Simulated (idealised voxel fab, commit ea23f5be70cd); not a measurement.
process module | voxel fin reveal
cross-section cut | 245 nm wide | cells 5 nm
A cross-section is a grid of square cells, given in bands from the top down. A band is one or more rows of cells.
Each band's line starts with the height of the band's top and of its bottom, in nm. Then come its materials from left to right, each with its width in nm. One material with "throughout" fills the band from edge to edge. "air" is empty space.
Height 0 is the level under which the wafer as received is all one material. The lowest band goes on downwards, as in "0 down".
A width such as "30 to 40" changes by the same amount from each row of cells to the next, from the band's top row to its bottom row.
"no change" after a step means that no cell of the cross-section changed.
closed voids: empty space of 8 cells or more with no open way to the top, each as width x height at its distance from the left edge, in nm
after a step's settings: what the simulator itself notes on the step
overlay nm, on a step with a mask: how far to the right of its planned place the mask lay; to the left if negative
plan
1 op RECEIVE | material Si
2 op CONFORMAL_DEP | material SiN | thk nm 5
3 op MASKED_ETCH | tone cover | mask id FINS | width nm 15 | pitch nm 45 | etch materials SiN | depth nm 5 | overlay nm 0
4 op MASKED_ETCH | tone cover | mask id FINS | width nm 15 | pitch nm 45 | etch materials Si | depth nm 30 | overlay nm 0
5 op OXIDIZE | depth nm 5
6 op FILL_DEP | material SiO2 | thk nm 10
7 op CMP | height nm 5
8 op SELECTIVE_ETCH | etch materials SiO2 | depth nm 20
9 op STRIP | etch materials SiN
10 op CONFORMAL_DEP | material HfO2 | thk nm 5
first wafer, as planned
as received, after step 1
  0 down: Si throughout
  closed voids: none
after step 2
  5 to 0: SiN throughout
  below 0: unchanged
after step 3
  5 to 0: air 70 | SiN 15 | air 30 | SiN 15 | air 30 | SiN 15 | air 70
  below 0: unchanged
after step 4
  5 to 0: air 70 | SiN 15 | air 30 | SiN 15 | air 30 | SiN 15 | air 70
  0 to -30: air 70 | Si 15 | air 30 | Si 15 | air 30 | Si 15 | air 70
  below -30: unchanged
after step 5
  5 to 0: air 70 | SiN 15 | air 30 | SiN 15 | air 30 | SiN 15 | air 70
  0 to -30: air 70 | SiO2 5 | Si 5 | SiO2 5 | air 30 | SiO2 5 | Si 5 | SiO2 5 | air 30 | SiO2 5 | Si 5 | SiO2 5 | air 70
  -30 to -35: SiO2 75 | Si 5 | SiO2 40 | Si 5 | SiO2 40 | Si 5 | SiO2 75
  below -35: unchanged
after step 6
  15 to 5: SiO2 throughout
  5 to 0: SiO2 70 | SiN 15 | SiO2 30 | SiN 15 | SiO2 30 | SiN 15 | SiO2 70
  0 to -35: SiO2 75 | Si 5 | SiO2 40 | Si 5 | SiO2 40 | Si 5 | SiO2 75
  below -35: unchanged
after step 7
  5 to 0: SiO2 70 | SiN 15 | SiO2 30 | SiN 15 | SiO2 30 | SiN 15 | SiO2 70
  below 0: unchanged
after step 8
  5 to 0: air 70 | SiN 15 | air 30 | SiN 15 | air 30 | SiN 15 | air 70
  0 to -15: air 75 | Si 5 | air 40 | Si 5 | air 40 | Si 5 | air 75
  below -15: unchanged
after step 9
  0 to -15: air 75 | Si 5 | air 40 | Si 5 | air 40 | Si 5 | air 75
  below -15: unchanged
after step 10
  5 to 0: air 70 | HfO2 15 | air 30 | HfO2 15 | air 30 | HfO2 15 | air 70
  0 to -10: air 70 | HfO2 5 | Si 5 | HfO2 5 | air 30 | HfO2 5 | Si 5 | HfO2 5 | air 30 | HfO2 5 | Si 5 | HfO2 5 | air 70
  -10 to -15: HfO2 75 | Si 5 | HfO2 40 | Si 5 | HfO2 40 | Si 5 | HfO2 75
  below -15: unchanged
second wafer: like start, like plan, one mistake. Through step 1 it matches the first wafer
when step 2 should have ended: no change
when step 3 should have ended: no change
when step 4 should have ended
  0 to -30: air 70 | Si 15 | air 30 | Si 15 | air 30 | Si 15 | air 70
  below -30: unchanged
when step 5 should have ended
  0 to -5: air 70 | SiO2 15 | air 30 | SiO2 15 | air 30 | SiO2 15 | air 70
  -5 to -30: air 70 | SiO2 5 | Si 5 | SiO2 5 | air 30 | SiO2 5 | Si 5 | SiO2 5 | air 30 | SiO2 5 | Si 5 | SiO2 5 | air 70
  -30 to -35: SiO2 75 | Si 5 | SiO2 40 | Si 5 | SiO2 40 | Si 5 | SiO2 75
  below -35: unchanged
when step 6 should have ended
  10 to -5: SiO2 throughout
  -5 to -35: SiO2 75 | Si 5 | SiO2 40 | Si 5 | SiO2 40 | Si 5 | SiO2 75
  below -35: unchanged
when step 7 should have ended
  5 to -5: SiO2 throughout
  below -5: unchanged
when step 8 should have ended
  -5 to -15: air 75 | Si 5 | air 40 | Si 5 | air 40 | Si 5 | air 75
  below -15: unchanged
when step 9 should have ended: no change
when step 10 should have ended
  0 to -5: air 70 | HfO2 15 | air 30 | HfO2 15 | air 30 | HfO2 15 | air 70
  -5 to -10: air 70 | HfO2 5 | Si 5 | HfO2 5 | air 30 | HfO2 5 | Si 5 | HfO2 5 | air 30 | HfO2 5 | Si 5 | HfO2 5 | air 70
  -10 to -15: HfO2 75 | Si 5 | HfO2 40 | Si 5 | HfO2 40 | Si 5 | HfO2 75
  below -15: unchanged
what went wrong: step 2 was left out
at the end the second wafer has, in cells: 6 fewer of HfO2 | 3 fewer of Si
